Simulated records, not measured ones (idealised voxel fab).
The following is a process module called voxel self aligned vias.
cross-section cut | 220 nm wide | cells 5 nm
Cross-section format: a grid of square cells, given as bands from top to bottom; each band is one or more rows of cells. Top, bottom (nm), then materials left to right with widths (nm); lone material tagged "all across" fills the whole band edge to edge; "blank" = empty space. Heights are reckoned from 0. Under this level, the received wafer is all of one material. The bottommost band is open-ended downward, for example "z 0 and below". The width entry "30..40" should be interpreted row by row: the top row of cells in the band takes the first number, the bottom row takes the second number, and the change between adjacent rows is uniform throughout. Basically "nothing different" means that step didn't change any cell in the cross-section. Reported under the label "Enclosed void inventory" are the empty spaces having no open way to the top and comprising 8 cells or more; the notation for each is width x height at distance, in which the distance is measured from the left edge and all three values are in nm. That trailing text on a step's line, after the settings, is the simulator's own remark on the step. You can add "overlay nm" to a step's line. For a step with a mask, it describes how far the mask lay to the right of its planned position, and a negative number describes a lay to the left.

### Intended process steps
1,RECEIVE,material Si
2,CONFORMAL_DEP,material SiO2,thk nm 15
3,CONFORMAL_DEP,material SiCN,thk nm 5
4,DIRECTIONAL_DEP,material lowk,thk nm 30
5,MASKED_ETCH,tone open,mask id LINES,width nm 25,pitch nm 50,etch materials lowk,depth nm 30,overlay nm 0
6,CONFORMAL_DEP,material TiN,thk nm 5
7,FILL_DEP,material W,thk nm 5
8,CMP,height nm 50
9,SELECTIVE_ETCH,etch materials W Ru TiN,depth nm 5
10,FILL_DEP,material SiN,thk nm 10
11,CMP,height nm 50
12,DIRECTIONAL_DEP,material lowk,thk nm 20
13,PATTERN,tone open,mask id VIAS,material resist,width nm 35,pitch nm 50,thk nm 15,overlay nm 0
14,DIRECTIONAL_ETCH,etch materials lowk,depth nm 20
15,DIRECTIONAL_ETCH,etch materials SiN,depth nm 5
16,STRIP,etch materials resist
17,CONFORMAL_DEP,material TiN,thk nm 5
18,FILL_DEP,material Cu,thk nm 5
19,CMP,height nm 70
20,CONFORMAL_DEP,material SiN,thk nm 5

### The following pertains to the first of two wafers, which was processed as planned

### The cross-section here shows the wafer as received, i.e. in its state after step 1
- z 0 and below: Si all across
- Enclosed void inventory: none

### Step 2 complete: cross-section through the wafer
- z 15 to 0: SiO2 all across
- Lower than 0, everything is as it was.

### Step 3 complete: cross-section through the wafer
- z 20 to 15: SiCN all across
- Lower than 15, everything is as it was.

### Step 4 complete: cross-section through the wafer
- z 50 to 20: lowk all across
- Lower than 20, everything is as it was.

### Step 5 complete: cross-section through the wafer
- z 50 to 20: 45 nm lowk | 25 nm blank | 25 nm lowk | 25 nm blank | 25 nm lowk | 25 nm blank | 50 nm lowk
- Lower than 20, everything is as it was.

### Step 6 complete: cross-section through the wafer
- z 55 to 50: 50 nm TiN | 15 nm blank | 35 nm TiN | 15 nm blank | 35 nm TiN | 15 nm blank | 55 nm TiN
- z 50 to 25: 45 nm lowk | 5 nm TiN | 15 nm blank | 5 nm TiN | 25 nm lowk | 5 nm TiN | 15 nm blank | 5 nm TiN | 25 nm lowk | 5 nm TiN | 15 nm blank | 5 nm TiN | 50 nm lowk
- z 25 to 20: 45 nm lowk | 25 nm TiN | 25 nm lowk | 25 nm TiN | 25 nm lowk | 25 nm TiN | 50 nm lowk
- Lower than 20, everything is as it was.

### Step 7 complete: cross-section through the wafer
- z 60 to 55: W all across
- z 55 to 50: 50 nm TiN | 15 nm W | 35 nm TiN | 15 nm W | 35 nm TiN | 15 nm W | 55 nm TiN
- z 50 to 25: 45 nm lowk | 5 nm TiN | 15 nm W | 5 nm TiN | 25 nm lowk | 5 nm TiN | 15 nm W | 5 nm TiN | 25 nm lowk | 5 nm TiN | 15 nm W | 5 nm TiN | 50 nm lowk
- Lower than 25, everything is as it was.

### Step 8 complete: cross-section through the wafer
- z 50 to 25: 45 nm lowk | 5 nm TiN | 15 nm W | 5 nm TiN | 25 nm lowk | 5 nm TiN | 15 nm W | 5 nm TiN | 25 nm lowk | 5 nm TiN | 15 nm W | 5 nm TiN | 50 nm lowk
- Lower than 25, everything is as it was.

### Step 9 complete: cross-section through the wafer
- z 50 to 45: 45 nm lowk | 25 nm blank | 25 nm lowk | 25 nm blank | 25 nm lowk | 25 nm blank | 50 nm lowk
- Lower than 45, everything is as it was.

### Step 10 complete: cross-section through the wafer
- z 60 to 50: SiN all across
- z 50 to 45: 45 nm lowk | 25 nm SiN | 25 nm lowk | 25 nm SiN | 25 nm lowk | 25 nm SiN | 50 nm lowk
- Lower than 45, everything is as it was.

### Step 11 complete: cross-section through the wafer
- z 50 to 45: 45 nm lowk | 25 nm SiN | 25 nm lowk | 25 nm SiN | 25 nm lowk | 25 nm SiN | 50 nm lowk
- Lower than 45, everything is as it was.

### Step 12 complete: cross-section through the wafer
- z 70 to 50: lowk all across
- Lower than 50, everything is as it was.

### Step 13 complete: cross-section through the wafer
- z 85 to 70: 40 nm resist | 35 nm blank | 15 nm resist | 35 nm blank | 15 nm resist | 35 nm blank | 45 nm resist
- Lower than 70, everything is as it was.

### Step 14 complete: cross-section through the wafer
- z 85 to 70: 40 nm resist | 35 nm blank | 15 nm resist | 35 nm blank | 15 nm resist | 35 nm blank | 45 nm resist
- z 70 to 50: 40 nm lowk | 35 nm blank | 15 nm lowk | 35 nm blank | 15 nm lowk | 35 nm blank | 45 nm lowk
- Lower than 50, everything is as it was.

### Step 15 complete: cross-section through the wafer
- z 85 to 70: 40 nm resist | 35 nm blank | 15 nm resist | 35 nm blank | 15 nm resist | 35 nm blank | 45 nm resist
- z 70 to 50: 40 nm lowk | 35 nm blank | 15 nm lowk | 35 nm blank | 15 nm lowk | 35 nm blank | 45 nm lowk
- z 50 to 45: 45 nm lowk | 25 nm blank | 25 nm lowk | 25 nm blank | 25 nm lowk | 25 nm blank | 50 nm lowk
- Lower than 45, everything is as it was.

### Step 16 complete: cross-section through the wafer
- z 70 to 50: 40 nm lowk | 35 nm blank | 15 nm lowk | 35 nm blank | 15 nm lowk | 35 nm blank | 45 nm lowk
- Lower than 50, everything is as it was.

### Step 17 complete: cross-section through the wafer
- z 75 to 70: 45 nm TiN | 25 nm blank | 25 nm TiN | 25 nm blank | 25 nm TiN | 25 nm blank | 50 nm TiN
- z 70 to 55: 40 nm lowk | 5 nm TiN | 25 nm blank | 5 nm TiN | 15 nm lowk | 5 nm TiN | 25 nm blank | 5 nm TiN | 15 nm lowk | 5 nm TiN | 25 nm blank | 5 nm TiN | 45 nm lowk
- z 55 to 50: 40 nm lowk | 10 nm TiN | 15 nm blank | 10 nm TiN | 15 nm lowk | 10 nm TiN | 15 nm blank | 10 nm TiN | 15 nm lowk | 10 nm TiN | 15 nm blank | 10 nm TiN | 45 nm lowk
- z 50 to 45: 45 nm lowk | 25 nm TiN | 25 nm lowk | 25 nm TiN | 25 nm lowk | 25 nm TiN | 50 nm lowk
- Lower than 45, everything is as it was.

### Step 18 complete: cross-section through the wafer
- z 80 to 75: Cu all across
- z 75 to 70: 45 nm TiN | 25 nm Cu | 25 nm TiN | 25 nm Cu | 25 nm TiN | 25 nm Cu | 50 nm TiN
- z 70 to 55: 40 nm lowk | 5 nm TiN | 25 nm Cu | 5 nm TiN | 15 nm lowk | 5 nm TiN | 25 nm Cu | 5 nm TiN | 15 nm lowk | 5 nm TiN | 25 nm Cu | 5 nm TiN | 45 nm lowk
- z 55 to 50: 40 nm lowk | 10 nm TiN | 15 nm Cu | 10 nm TiN | 15 nm lowk | 10 nm TiN | 15 nm Cu | 10 nm TiN | 15 nm lowk | 10 nm TiN | 15 nm Cu | 10 nm TiN | 45 nm lowk
- Lower than 50, everything is as it was.

### Step 19 complete: cross-section through the wafer
- z 70 to 55: 40 nm lowk | 5 nm TiN | 25 nm Cu | 5 nm TiN | 15 nm lowk | 5 nm TiN | 25 nm Cu | 5 nm TiN | 15 nm lowk | 5 nm TiN | 25 nm Cu | 5 nm TiN | 45 nm lowk
- Lower than 55, everything is as it was.

### Step 20 complete: cross-section through the wafer
- z 75 to 70: SiN all across
- Lower than 70, everything is as it was.

### The second wafer: identical to the first at the outset and in its planned sequence, differing only in that one mistake was made during processing; up to and including step 2, its path is the first wafer's path

X-section, second wafer, when step 3 was due to finish: nothing different

### X-section, second wafer, when step 4 was due to finish
- z 45 to 15: lowk all across
- Lower than 15, everything is as it was.

### X-section, second wafer, when step 5 was due to finish
- z 45 to 15: 45 nm lowk | 25 nm blank | 25 nm lowk | 25 nm blank | 25 nm lowk | 25 nm blank | 50 nm lowk
- Lower than 15, everything is as it was.

### X-section, second wafer, when step 6 was due to finish
- z 50 to 45: 50 nm TiN | 15 nm blank | 35 nm TiN | 15 nm blank | 35 nm TiN | 15 nm blank | 55 nm TiN
- z 45 to 20: 45 nm lowk | 5 nm TiN | 15 nm blank | 5 nm TiN | 25 nm lowk | 5 nm TiN | 15 nm blank | 5 nm TiN | 25 nm lowk | 5 nm TiN | 15 nm blank | 5 nm TiN | 50 nm lowk
- z 20 to 15: 45 nm lowk | 25 nm TiN | 25 nm lowk | 25 nm TiN | 25 nm lowk | 25 nm TiN | 50 nm lowk
- Lower than 15, everything is as it was.

### X-section, second wafer, when step 7 was due to finish
- z 55 to 50: W all across
- z 50 to 45: 50 nm TiN | 15 nm W | 35 nm TiN | 15 nm W | 35 nm TiN | 15 nm W | 55 nm TiN
- z 45 to 20: 45 nm lowk | 5 nm TiN | 15 nm W | 5 nm TiN | 25 nm lowk | 5 nm TiN | 15 nm W | 5 nm TiN | 25 nm lowk | 5 nm TiN | 15 nm W | 5 nm TiN | 50 nm lowk
- Lower than 20, everything is as it was.

### X-section, second wafer, when step 8 was due to finish
- z 50 to 45: 50 nm TiN | 15 nm W | 35 nm TiN | 15 nm W | 35 nm TiN | 15 nm W | 55 nm TiN
- Lower than 45, everything is as it was.

### X-section, second wafer, when step 9 was due to finish
- z 45 to 20: 45 nm lowk | 5 nm TiN | 15 nm W | 5 nm TiN | 25 nm lowk | 5 nm TiN | 15 nm W | 5 nm TiN | 25 nm lowk | 5 nm TiN | 15 nm W | 5 nm TiN | 50 nm lowk
- Lower than 20, everything is as it was.

### X-section, second wafer, when step 10 was due to finish
- z 55 to 45: SiN all across
- Lower than 45, everything is as it was.

### X-section, second wafer, when step 11 was due to finish
- z 50 to 45: SiN all across
- Lower than 45, everything is as it was.

### X-section, second wafer, when step 12 was due to finish
- z 70 to 50: lowk all across
- Lower than 50, everything is as it was.

### X-section, second wafer, when step 13 was due to finish
- z 85 to 70: 40 nm resist | 35 nm blank | 15 nm resist | 35 nm blank | 15 nm resist | 35 nm blank | 45 nm resist
- Lower than 70, everything is as it was.

### X-section, second wafer, when step 14 was due to finish
- z 85 to 70: 40 nm resist | 35 nm blank | 15 nm resist | 35 nm blank | 15 nm resist | 35 nm blank | 45 nm resist
- z 70 to 50: 40 nm lowk | 35 nm blank | 15 nm lowk | 35 nm blank | 15 nm lowk | 35 nm blank | 45 nm lowk
- Lower than 50, everything is as it was.

### X-section, second wafer, when step 15 was due to finish
- z 85 to 70: 40 nm resist | 35 nm blank | 15 nm resist | 35 nm blank | 15 nm resist | 35 nm blank | 45 nm resist
- z 70 to 50: 40 nm lowk | 35 nm blank | 15 nm lowk | 35 nm blank | 15 nm lowk | 35 nm blank | 45 nm lowk
- z 50 to 45: 40 nm SiN | 35 nm blank | 15 nm SiN | 35 nm blank | 15 nm SiN | 35 nm blank | 45 nm SiN
- Lower than 45, everything is as it was.

### X-section, second wafer, when step 16 was due to finish
- z 70 to 50: 40 nm lowk | 35 nm blank | 15 nm lowk | 35 nm blank | 15 nm lowk | 35 nm blank | 45 nm lowk
- Lower than 50, everything is as it was.

### X-section, second wafer, when step 17 was due to finish
- z 75 to 70: 45 nm TiN | 25 nm blank | 25 nm TiN | 25 nm blank | 25 nm TiN | 25 nm blank | 50 nm TiN
- z 70 to 50: 40 nm lowk | 5 nm TiN | 25 nm blank | 5 nm TiN | 15 nm lowk | 5 nm TiN | 25 nm blank | 5 nm TiN | 15 nm lowk | 5 nm TiN | 25 nm blank | 5 nm TiN | 45 nm lowk
- z 50 to 45: 40 nm SiN | 35 nm TiN | 15 nm SiN | 35 nm TiN | 15 nm SiN | 35 nm TiN | 45 nm SiN
- Lower than 45, everything is as it was.

### X-section, second wafer, when step 18 was due to finish
- z 80 to 75: Cu all across
- z 75 to 70: 45 nm TiN | 25 nm Cu | 25 nm TiN | 25 nm Cu | 25 nm TiN | 25 nm Cu | 50 nm TiN
- z 70 to 50: 40 nm lowk | 5 nm TiN | 25 nm Cu | 5 nm TiN | 15 nm lowk | 5 nm TiN | 25 nm Cu | 5 nm TiN | 15 nm lowk | 5 nm TiN | 25 nm Cu | 5 nm TiN | 45 nm lowk
- Lower than 50, everything is as it was.

### X-section, second wafer, when step 19 was due to finish
- z 70 to 50: 40 nm lowk | 5 nm TiN | 25 nm Cu | 5 nm TiN | 15 nm lowk | 5 nm TiN | 25 nm Cu | 5 nm TiN | 15 nm lowk | 5 nm TiN | 25 nm Cu | 5 nm TiN | 45 nm lowk
- Lower than 50, everything is as it was.

### X-section, second wafer, when step 20 was due to finish
- z 75 to 70: SiN all across
- Lower than 70, everything is as it was.
Short version of what went wrong: plan step 3 was not performed, having been skipped
Final wafer comparison in cells, second versus first, more or fewer per material: Cu +6, SiCN -44, SiN +23, TiN +6, W +9
